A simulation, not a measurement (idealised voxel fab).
Documented hereafter: the process module known as voxel transistor to metal.
Square cells of 5 nm make up the cross-section cut, whose width is 185 nm.
In what follows, cross-sections appear as grids of square cells, described through bands that run from the top down, where every band is one or more rows of cells.
Top height, bottom height, nm. Materials left to right, width each, nm. Single material + "all across" = fills band edge to edge. "empty" = empty.
It should be noted that heights are counted from 0, beneath which the wafer as supplied is of one material throughout, and that the lowest band possesses no lower boundary but continues downward, as written in "top 0, no bottom".
Read "30->40" as a graded width: first number on top, second number at the bottom, same change between each pair of neighbouring rows.
Where a step carries "changes: none", the cross-section came out of it unchanged, cell for cell.
If an empty space has no open way to the top and is at least 8 cells in size, "Enclosed void listing" lists it, written width x height at distance, where distance is measured from the left edge and every value is in nm.
Note: text after step settings on the step line = simulator remark on that step.
The "overlay nm" setting may appear on a step's line; for a step that uses a mask, it gives how far to the right of its planned position the mask lay, and a negative value indicates the left.
The planned process steps are enumerated hereunder:
- 1: op RECEIVE | material Si
- 2: op CONFORMAL_DEP | material SiO2 | thk nm 5
- 3: op CONFORMAL_DEP | material SiN | thk nm 10
- 4: op MASKED_ETCH | tone cover | mask id ACTIVE | width nm 105 | etch materials SiN | depth nm 10 | overlay nm 0
- 5: op MASKED_ETCH | tone cover | mask id ACTIVE | width nm 105 | etch materials SiO2 | depth nm 5 | overlay nm 0
- 6: op MASKED_ETCH | tone cover | mask id ACTIVE | width nm 105 | etch materials Si | depth nm 20 | overlay nm 0
- 7: op OXIDIZE | depth nm 5
- 8: op FILL_DEP | material SiO2 | thk nm 5
- 9: op CMP | height nm 15
- 10: op SELECTIVE_ETCH | etch materials SiO2 | depth nm 10
- 11: op STRIP | etch materials SiN
- 12: op SELECTIVE_ETCH | etch materials SiO2 | depth nm 5
- 13: op OXIDIZE | depth nm 5
- 14: op DIRECTIONAL_DEP | material polySi | thk nm 25
- 15: op DIRECTIONAL_DEP | material SiCN | thk nm 15
- 16: op DIRECTIONAL_DEP | material aC | thk nm 10
- 17: op PATTERN | tone cover | mask id GATE | material resist | width nm 15 | thk nm 30 | overlay nm 0
- 18: op DIRECTIONAL_ETCH | etch materials aC | depth nm 10
- 19: op STRIP | etch materials resist
- 20: op DIRECTIONAL_ETCH | etch materials SiCN | depth nm 25
- 21: op DIRECTIONAL_ETCH | etch materials polySi | depth nm 35
- 22: op STRIP | etch materials aC
- 23: op CONFORMAL_DEP | material SiO2 | thk nm 5
- 24: op DIRECTIONAL_ETCH | etch materials SiO2 | depth nm 5
- 25: op CONFORMAL_DEP | material SiN | thk nm 5
- 26: op DIRECTIONAL_ETCH | etch materials SiN | depth nm 5
- 27: op DIRECTIONAL_ETCH | etch materials SiO2 | depth nm 5
- 28: op DIRECTIONAL_ETCH | etch materials Si | depth nm 5
- 29: op EPI | material pSi | thk nm 10
- 30: op FILL_DEP | material SiO2 | thk nm 10
- 31: op CMP | height nm 40
- 32: op DIRECTIONAL_DEP | material SiO2 | thk nm 10
- 33: op PATTERN | tone open | mask id CONTACT | material resist | width nm 20 | pitch nm 75 | thk nm 15 | overlay nm 0
- 34: op DIRECTIONAL_ETCH | etch materials SiO2 | depth nm 50
- 35: op STRIP | etch materials resist
- 36: op CONFORMAL_DEP | material TiN | thk nm 5
- 37: op FILL_DEP | material W | thk nm 10
- 38: op CMP | height nm 50
- 39: op DIRECTIONAL_DEP | material TiN | thk nm 5
- 40: op DIRECTIONAL_DEP | material Ru | thk nm 25
- 41: op DIRECTIONAL_DEP | material aC | thk nm 10
- 42: op PATTERN | tone cover | mask id METAL_1 | material resist | width nm 20 | pitch nm 75 | thk nm 30 | overlay nm 0
- 43: op DIRECTIONAL_ETCH | etch materials aC | depth nm 10
- 44: op STRIP | etch materials resist
- 45: op DIRECTIONAL_ETCH | etch materials Ru | depth nm 25
- 46: op DIRECTIONAL_ETCH | etch materials TiN | depth nm 5
- 47: op STRIP | etch materials aC
- 48: op CONFORMAL_DEP | material SiN | thk nm 5
- 49: op FILL_DEP | material lowk | thk nm 5
- 50: op CMP | height nm 80
- 51: op CONFORMAL_DEP | material SiCN | thk nm 5
So this is the incoming wafer in cross-section - it's already been through step 1:
top 0, no bottom = Si all across
Enclosed void listing: none
The first of the two wafers as seen in cross-section once the module was finished; processing followed the plan:
top 85, bottom 80 = SiCN all across
top 80, bottom 55 = lowk 40 | SiN 5 | Ru 20 | SiN 5 | lowk 45 | SiN 5 | Ru 20 | SiN 5 | lowk 40
top 55, bottom 50 = SiN 45 | TiN 20 | SiN 55 | TiN 20 | SiN 45
top 50, bottom 40 = SiO2 45 | TiN 5 | W 10 | TiN 5 | SiO2 55 | TiN 5 | W 10 | TiN 5 | SiO2 45
top 40, bottom 25 = SiO2 45 | TiN 5 | W 10 | TiN 5 | SiO2 10 | SiN 5 | SiO2 5 | SiCN 15 | SiO2 5 | SiN 5 | SiO2 10 | TiN 5 | W 10 | TiN 5 | SiO2 45
top 25, bottom 5 = SiO2 45 | TiN 5 | W 10 | TiN 5 | SiO2 10 | SiN 5 | SiO2 5 | polySi 15 | SiO2 5 | SiN 5 | SiO2 10 | TiN 5 | W 10 | TiN 5 | SiO2 45
top 5, bottom 0 = SiO2 45 | TiN 20 | pSi 10 | SiN 5 | SiO2 5 | polySi 15 | SiO2 5 | SiN 5 | pSi 10 | TiN 20 | SiO2 45
top 0, bottom -5 = SiO2 40 | pSi 35 | SiO2 35 | pSi 35 | SiO2 40
top -5, bottom -10 = SiO2 45 | pSi 30 | Si 35 | pSi 30 | SiO2 45
top -10, bottom -25 = SiO2 45 | Si 95 | SiO2 45
top -25, no bottom = Si all across
Enclosed void listing: none
This cross-section belongs to the second wafer of two at the end of the module; the start and the plan were shared with the first, and the run included one mistake:
top 85, bottom 80 = SiCN all across
top 80, bottom 55 = lowk 40 | SiN 5 | Ru 20 | SiN 5 | lowk 45 | SiN 5 | Ru 20 | SiN 5 | lowk 40
top 55, bottom 50 = SiN 45 | TiN 20 | SiN 55 | TiN 20 | SiN 45
top 50, bottom 40 = SiO2 45 | TiN 5 | W 10 | TiN 5 | SiO2 55 | TiN 5 | W 10 | TiN 5 | SiO2 45
top 40, bottom 25 = SiO2 45 | TiN 5 | W 10 | TiN 5 | SiO2 10 | SiN 5 | SiO2 5 | SiCN 15 | SiO2 5 | SiN 5 | SiO2 10 | TiN 5 | W 10 | TiN 5 | SiO2 45
top 25, bottom 5 = SiO2 45 | TiN 5 | W 10 | TiN 5 | SiO2 10 | SiN 5 | SiO2 5 | polySi 15 | SiO2 5 | SiN 5 | SiO2 10 | TiN 5 | W 10 | TiN 5 | SiO2 45
top 5, bottom 0 = SiO2 45 | TiN 20 | pSi 10 | SiN 5 | SiO2 5 | polySi 15 | SiO2 5 | SiN 5 | pSi 10 | TiN 20 | SiO2 45
top 0, bottom -5 = SiO2 45 | pSi 30 | SiO2 35 | pSi 30 | SiO2 45
top -5, bottom -10 = SiO2 50 | pSi 25 | Si 35 | pSi 25 | SiO2 50
top -10, bottom -25 = SiO2 45 | Si 95 | SiO2 45
top -25, no bottom = Si all across
Enclosed void listing: none
What was done differently from what was planned? step 2 was dropped from the plan's execution and never run
Wrapping up, a cell-based count of both wafers puts the second over or under the first for these materials: +4 SiO2; -4 pSi
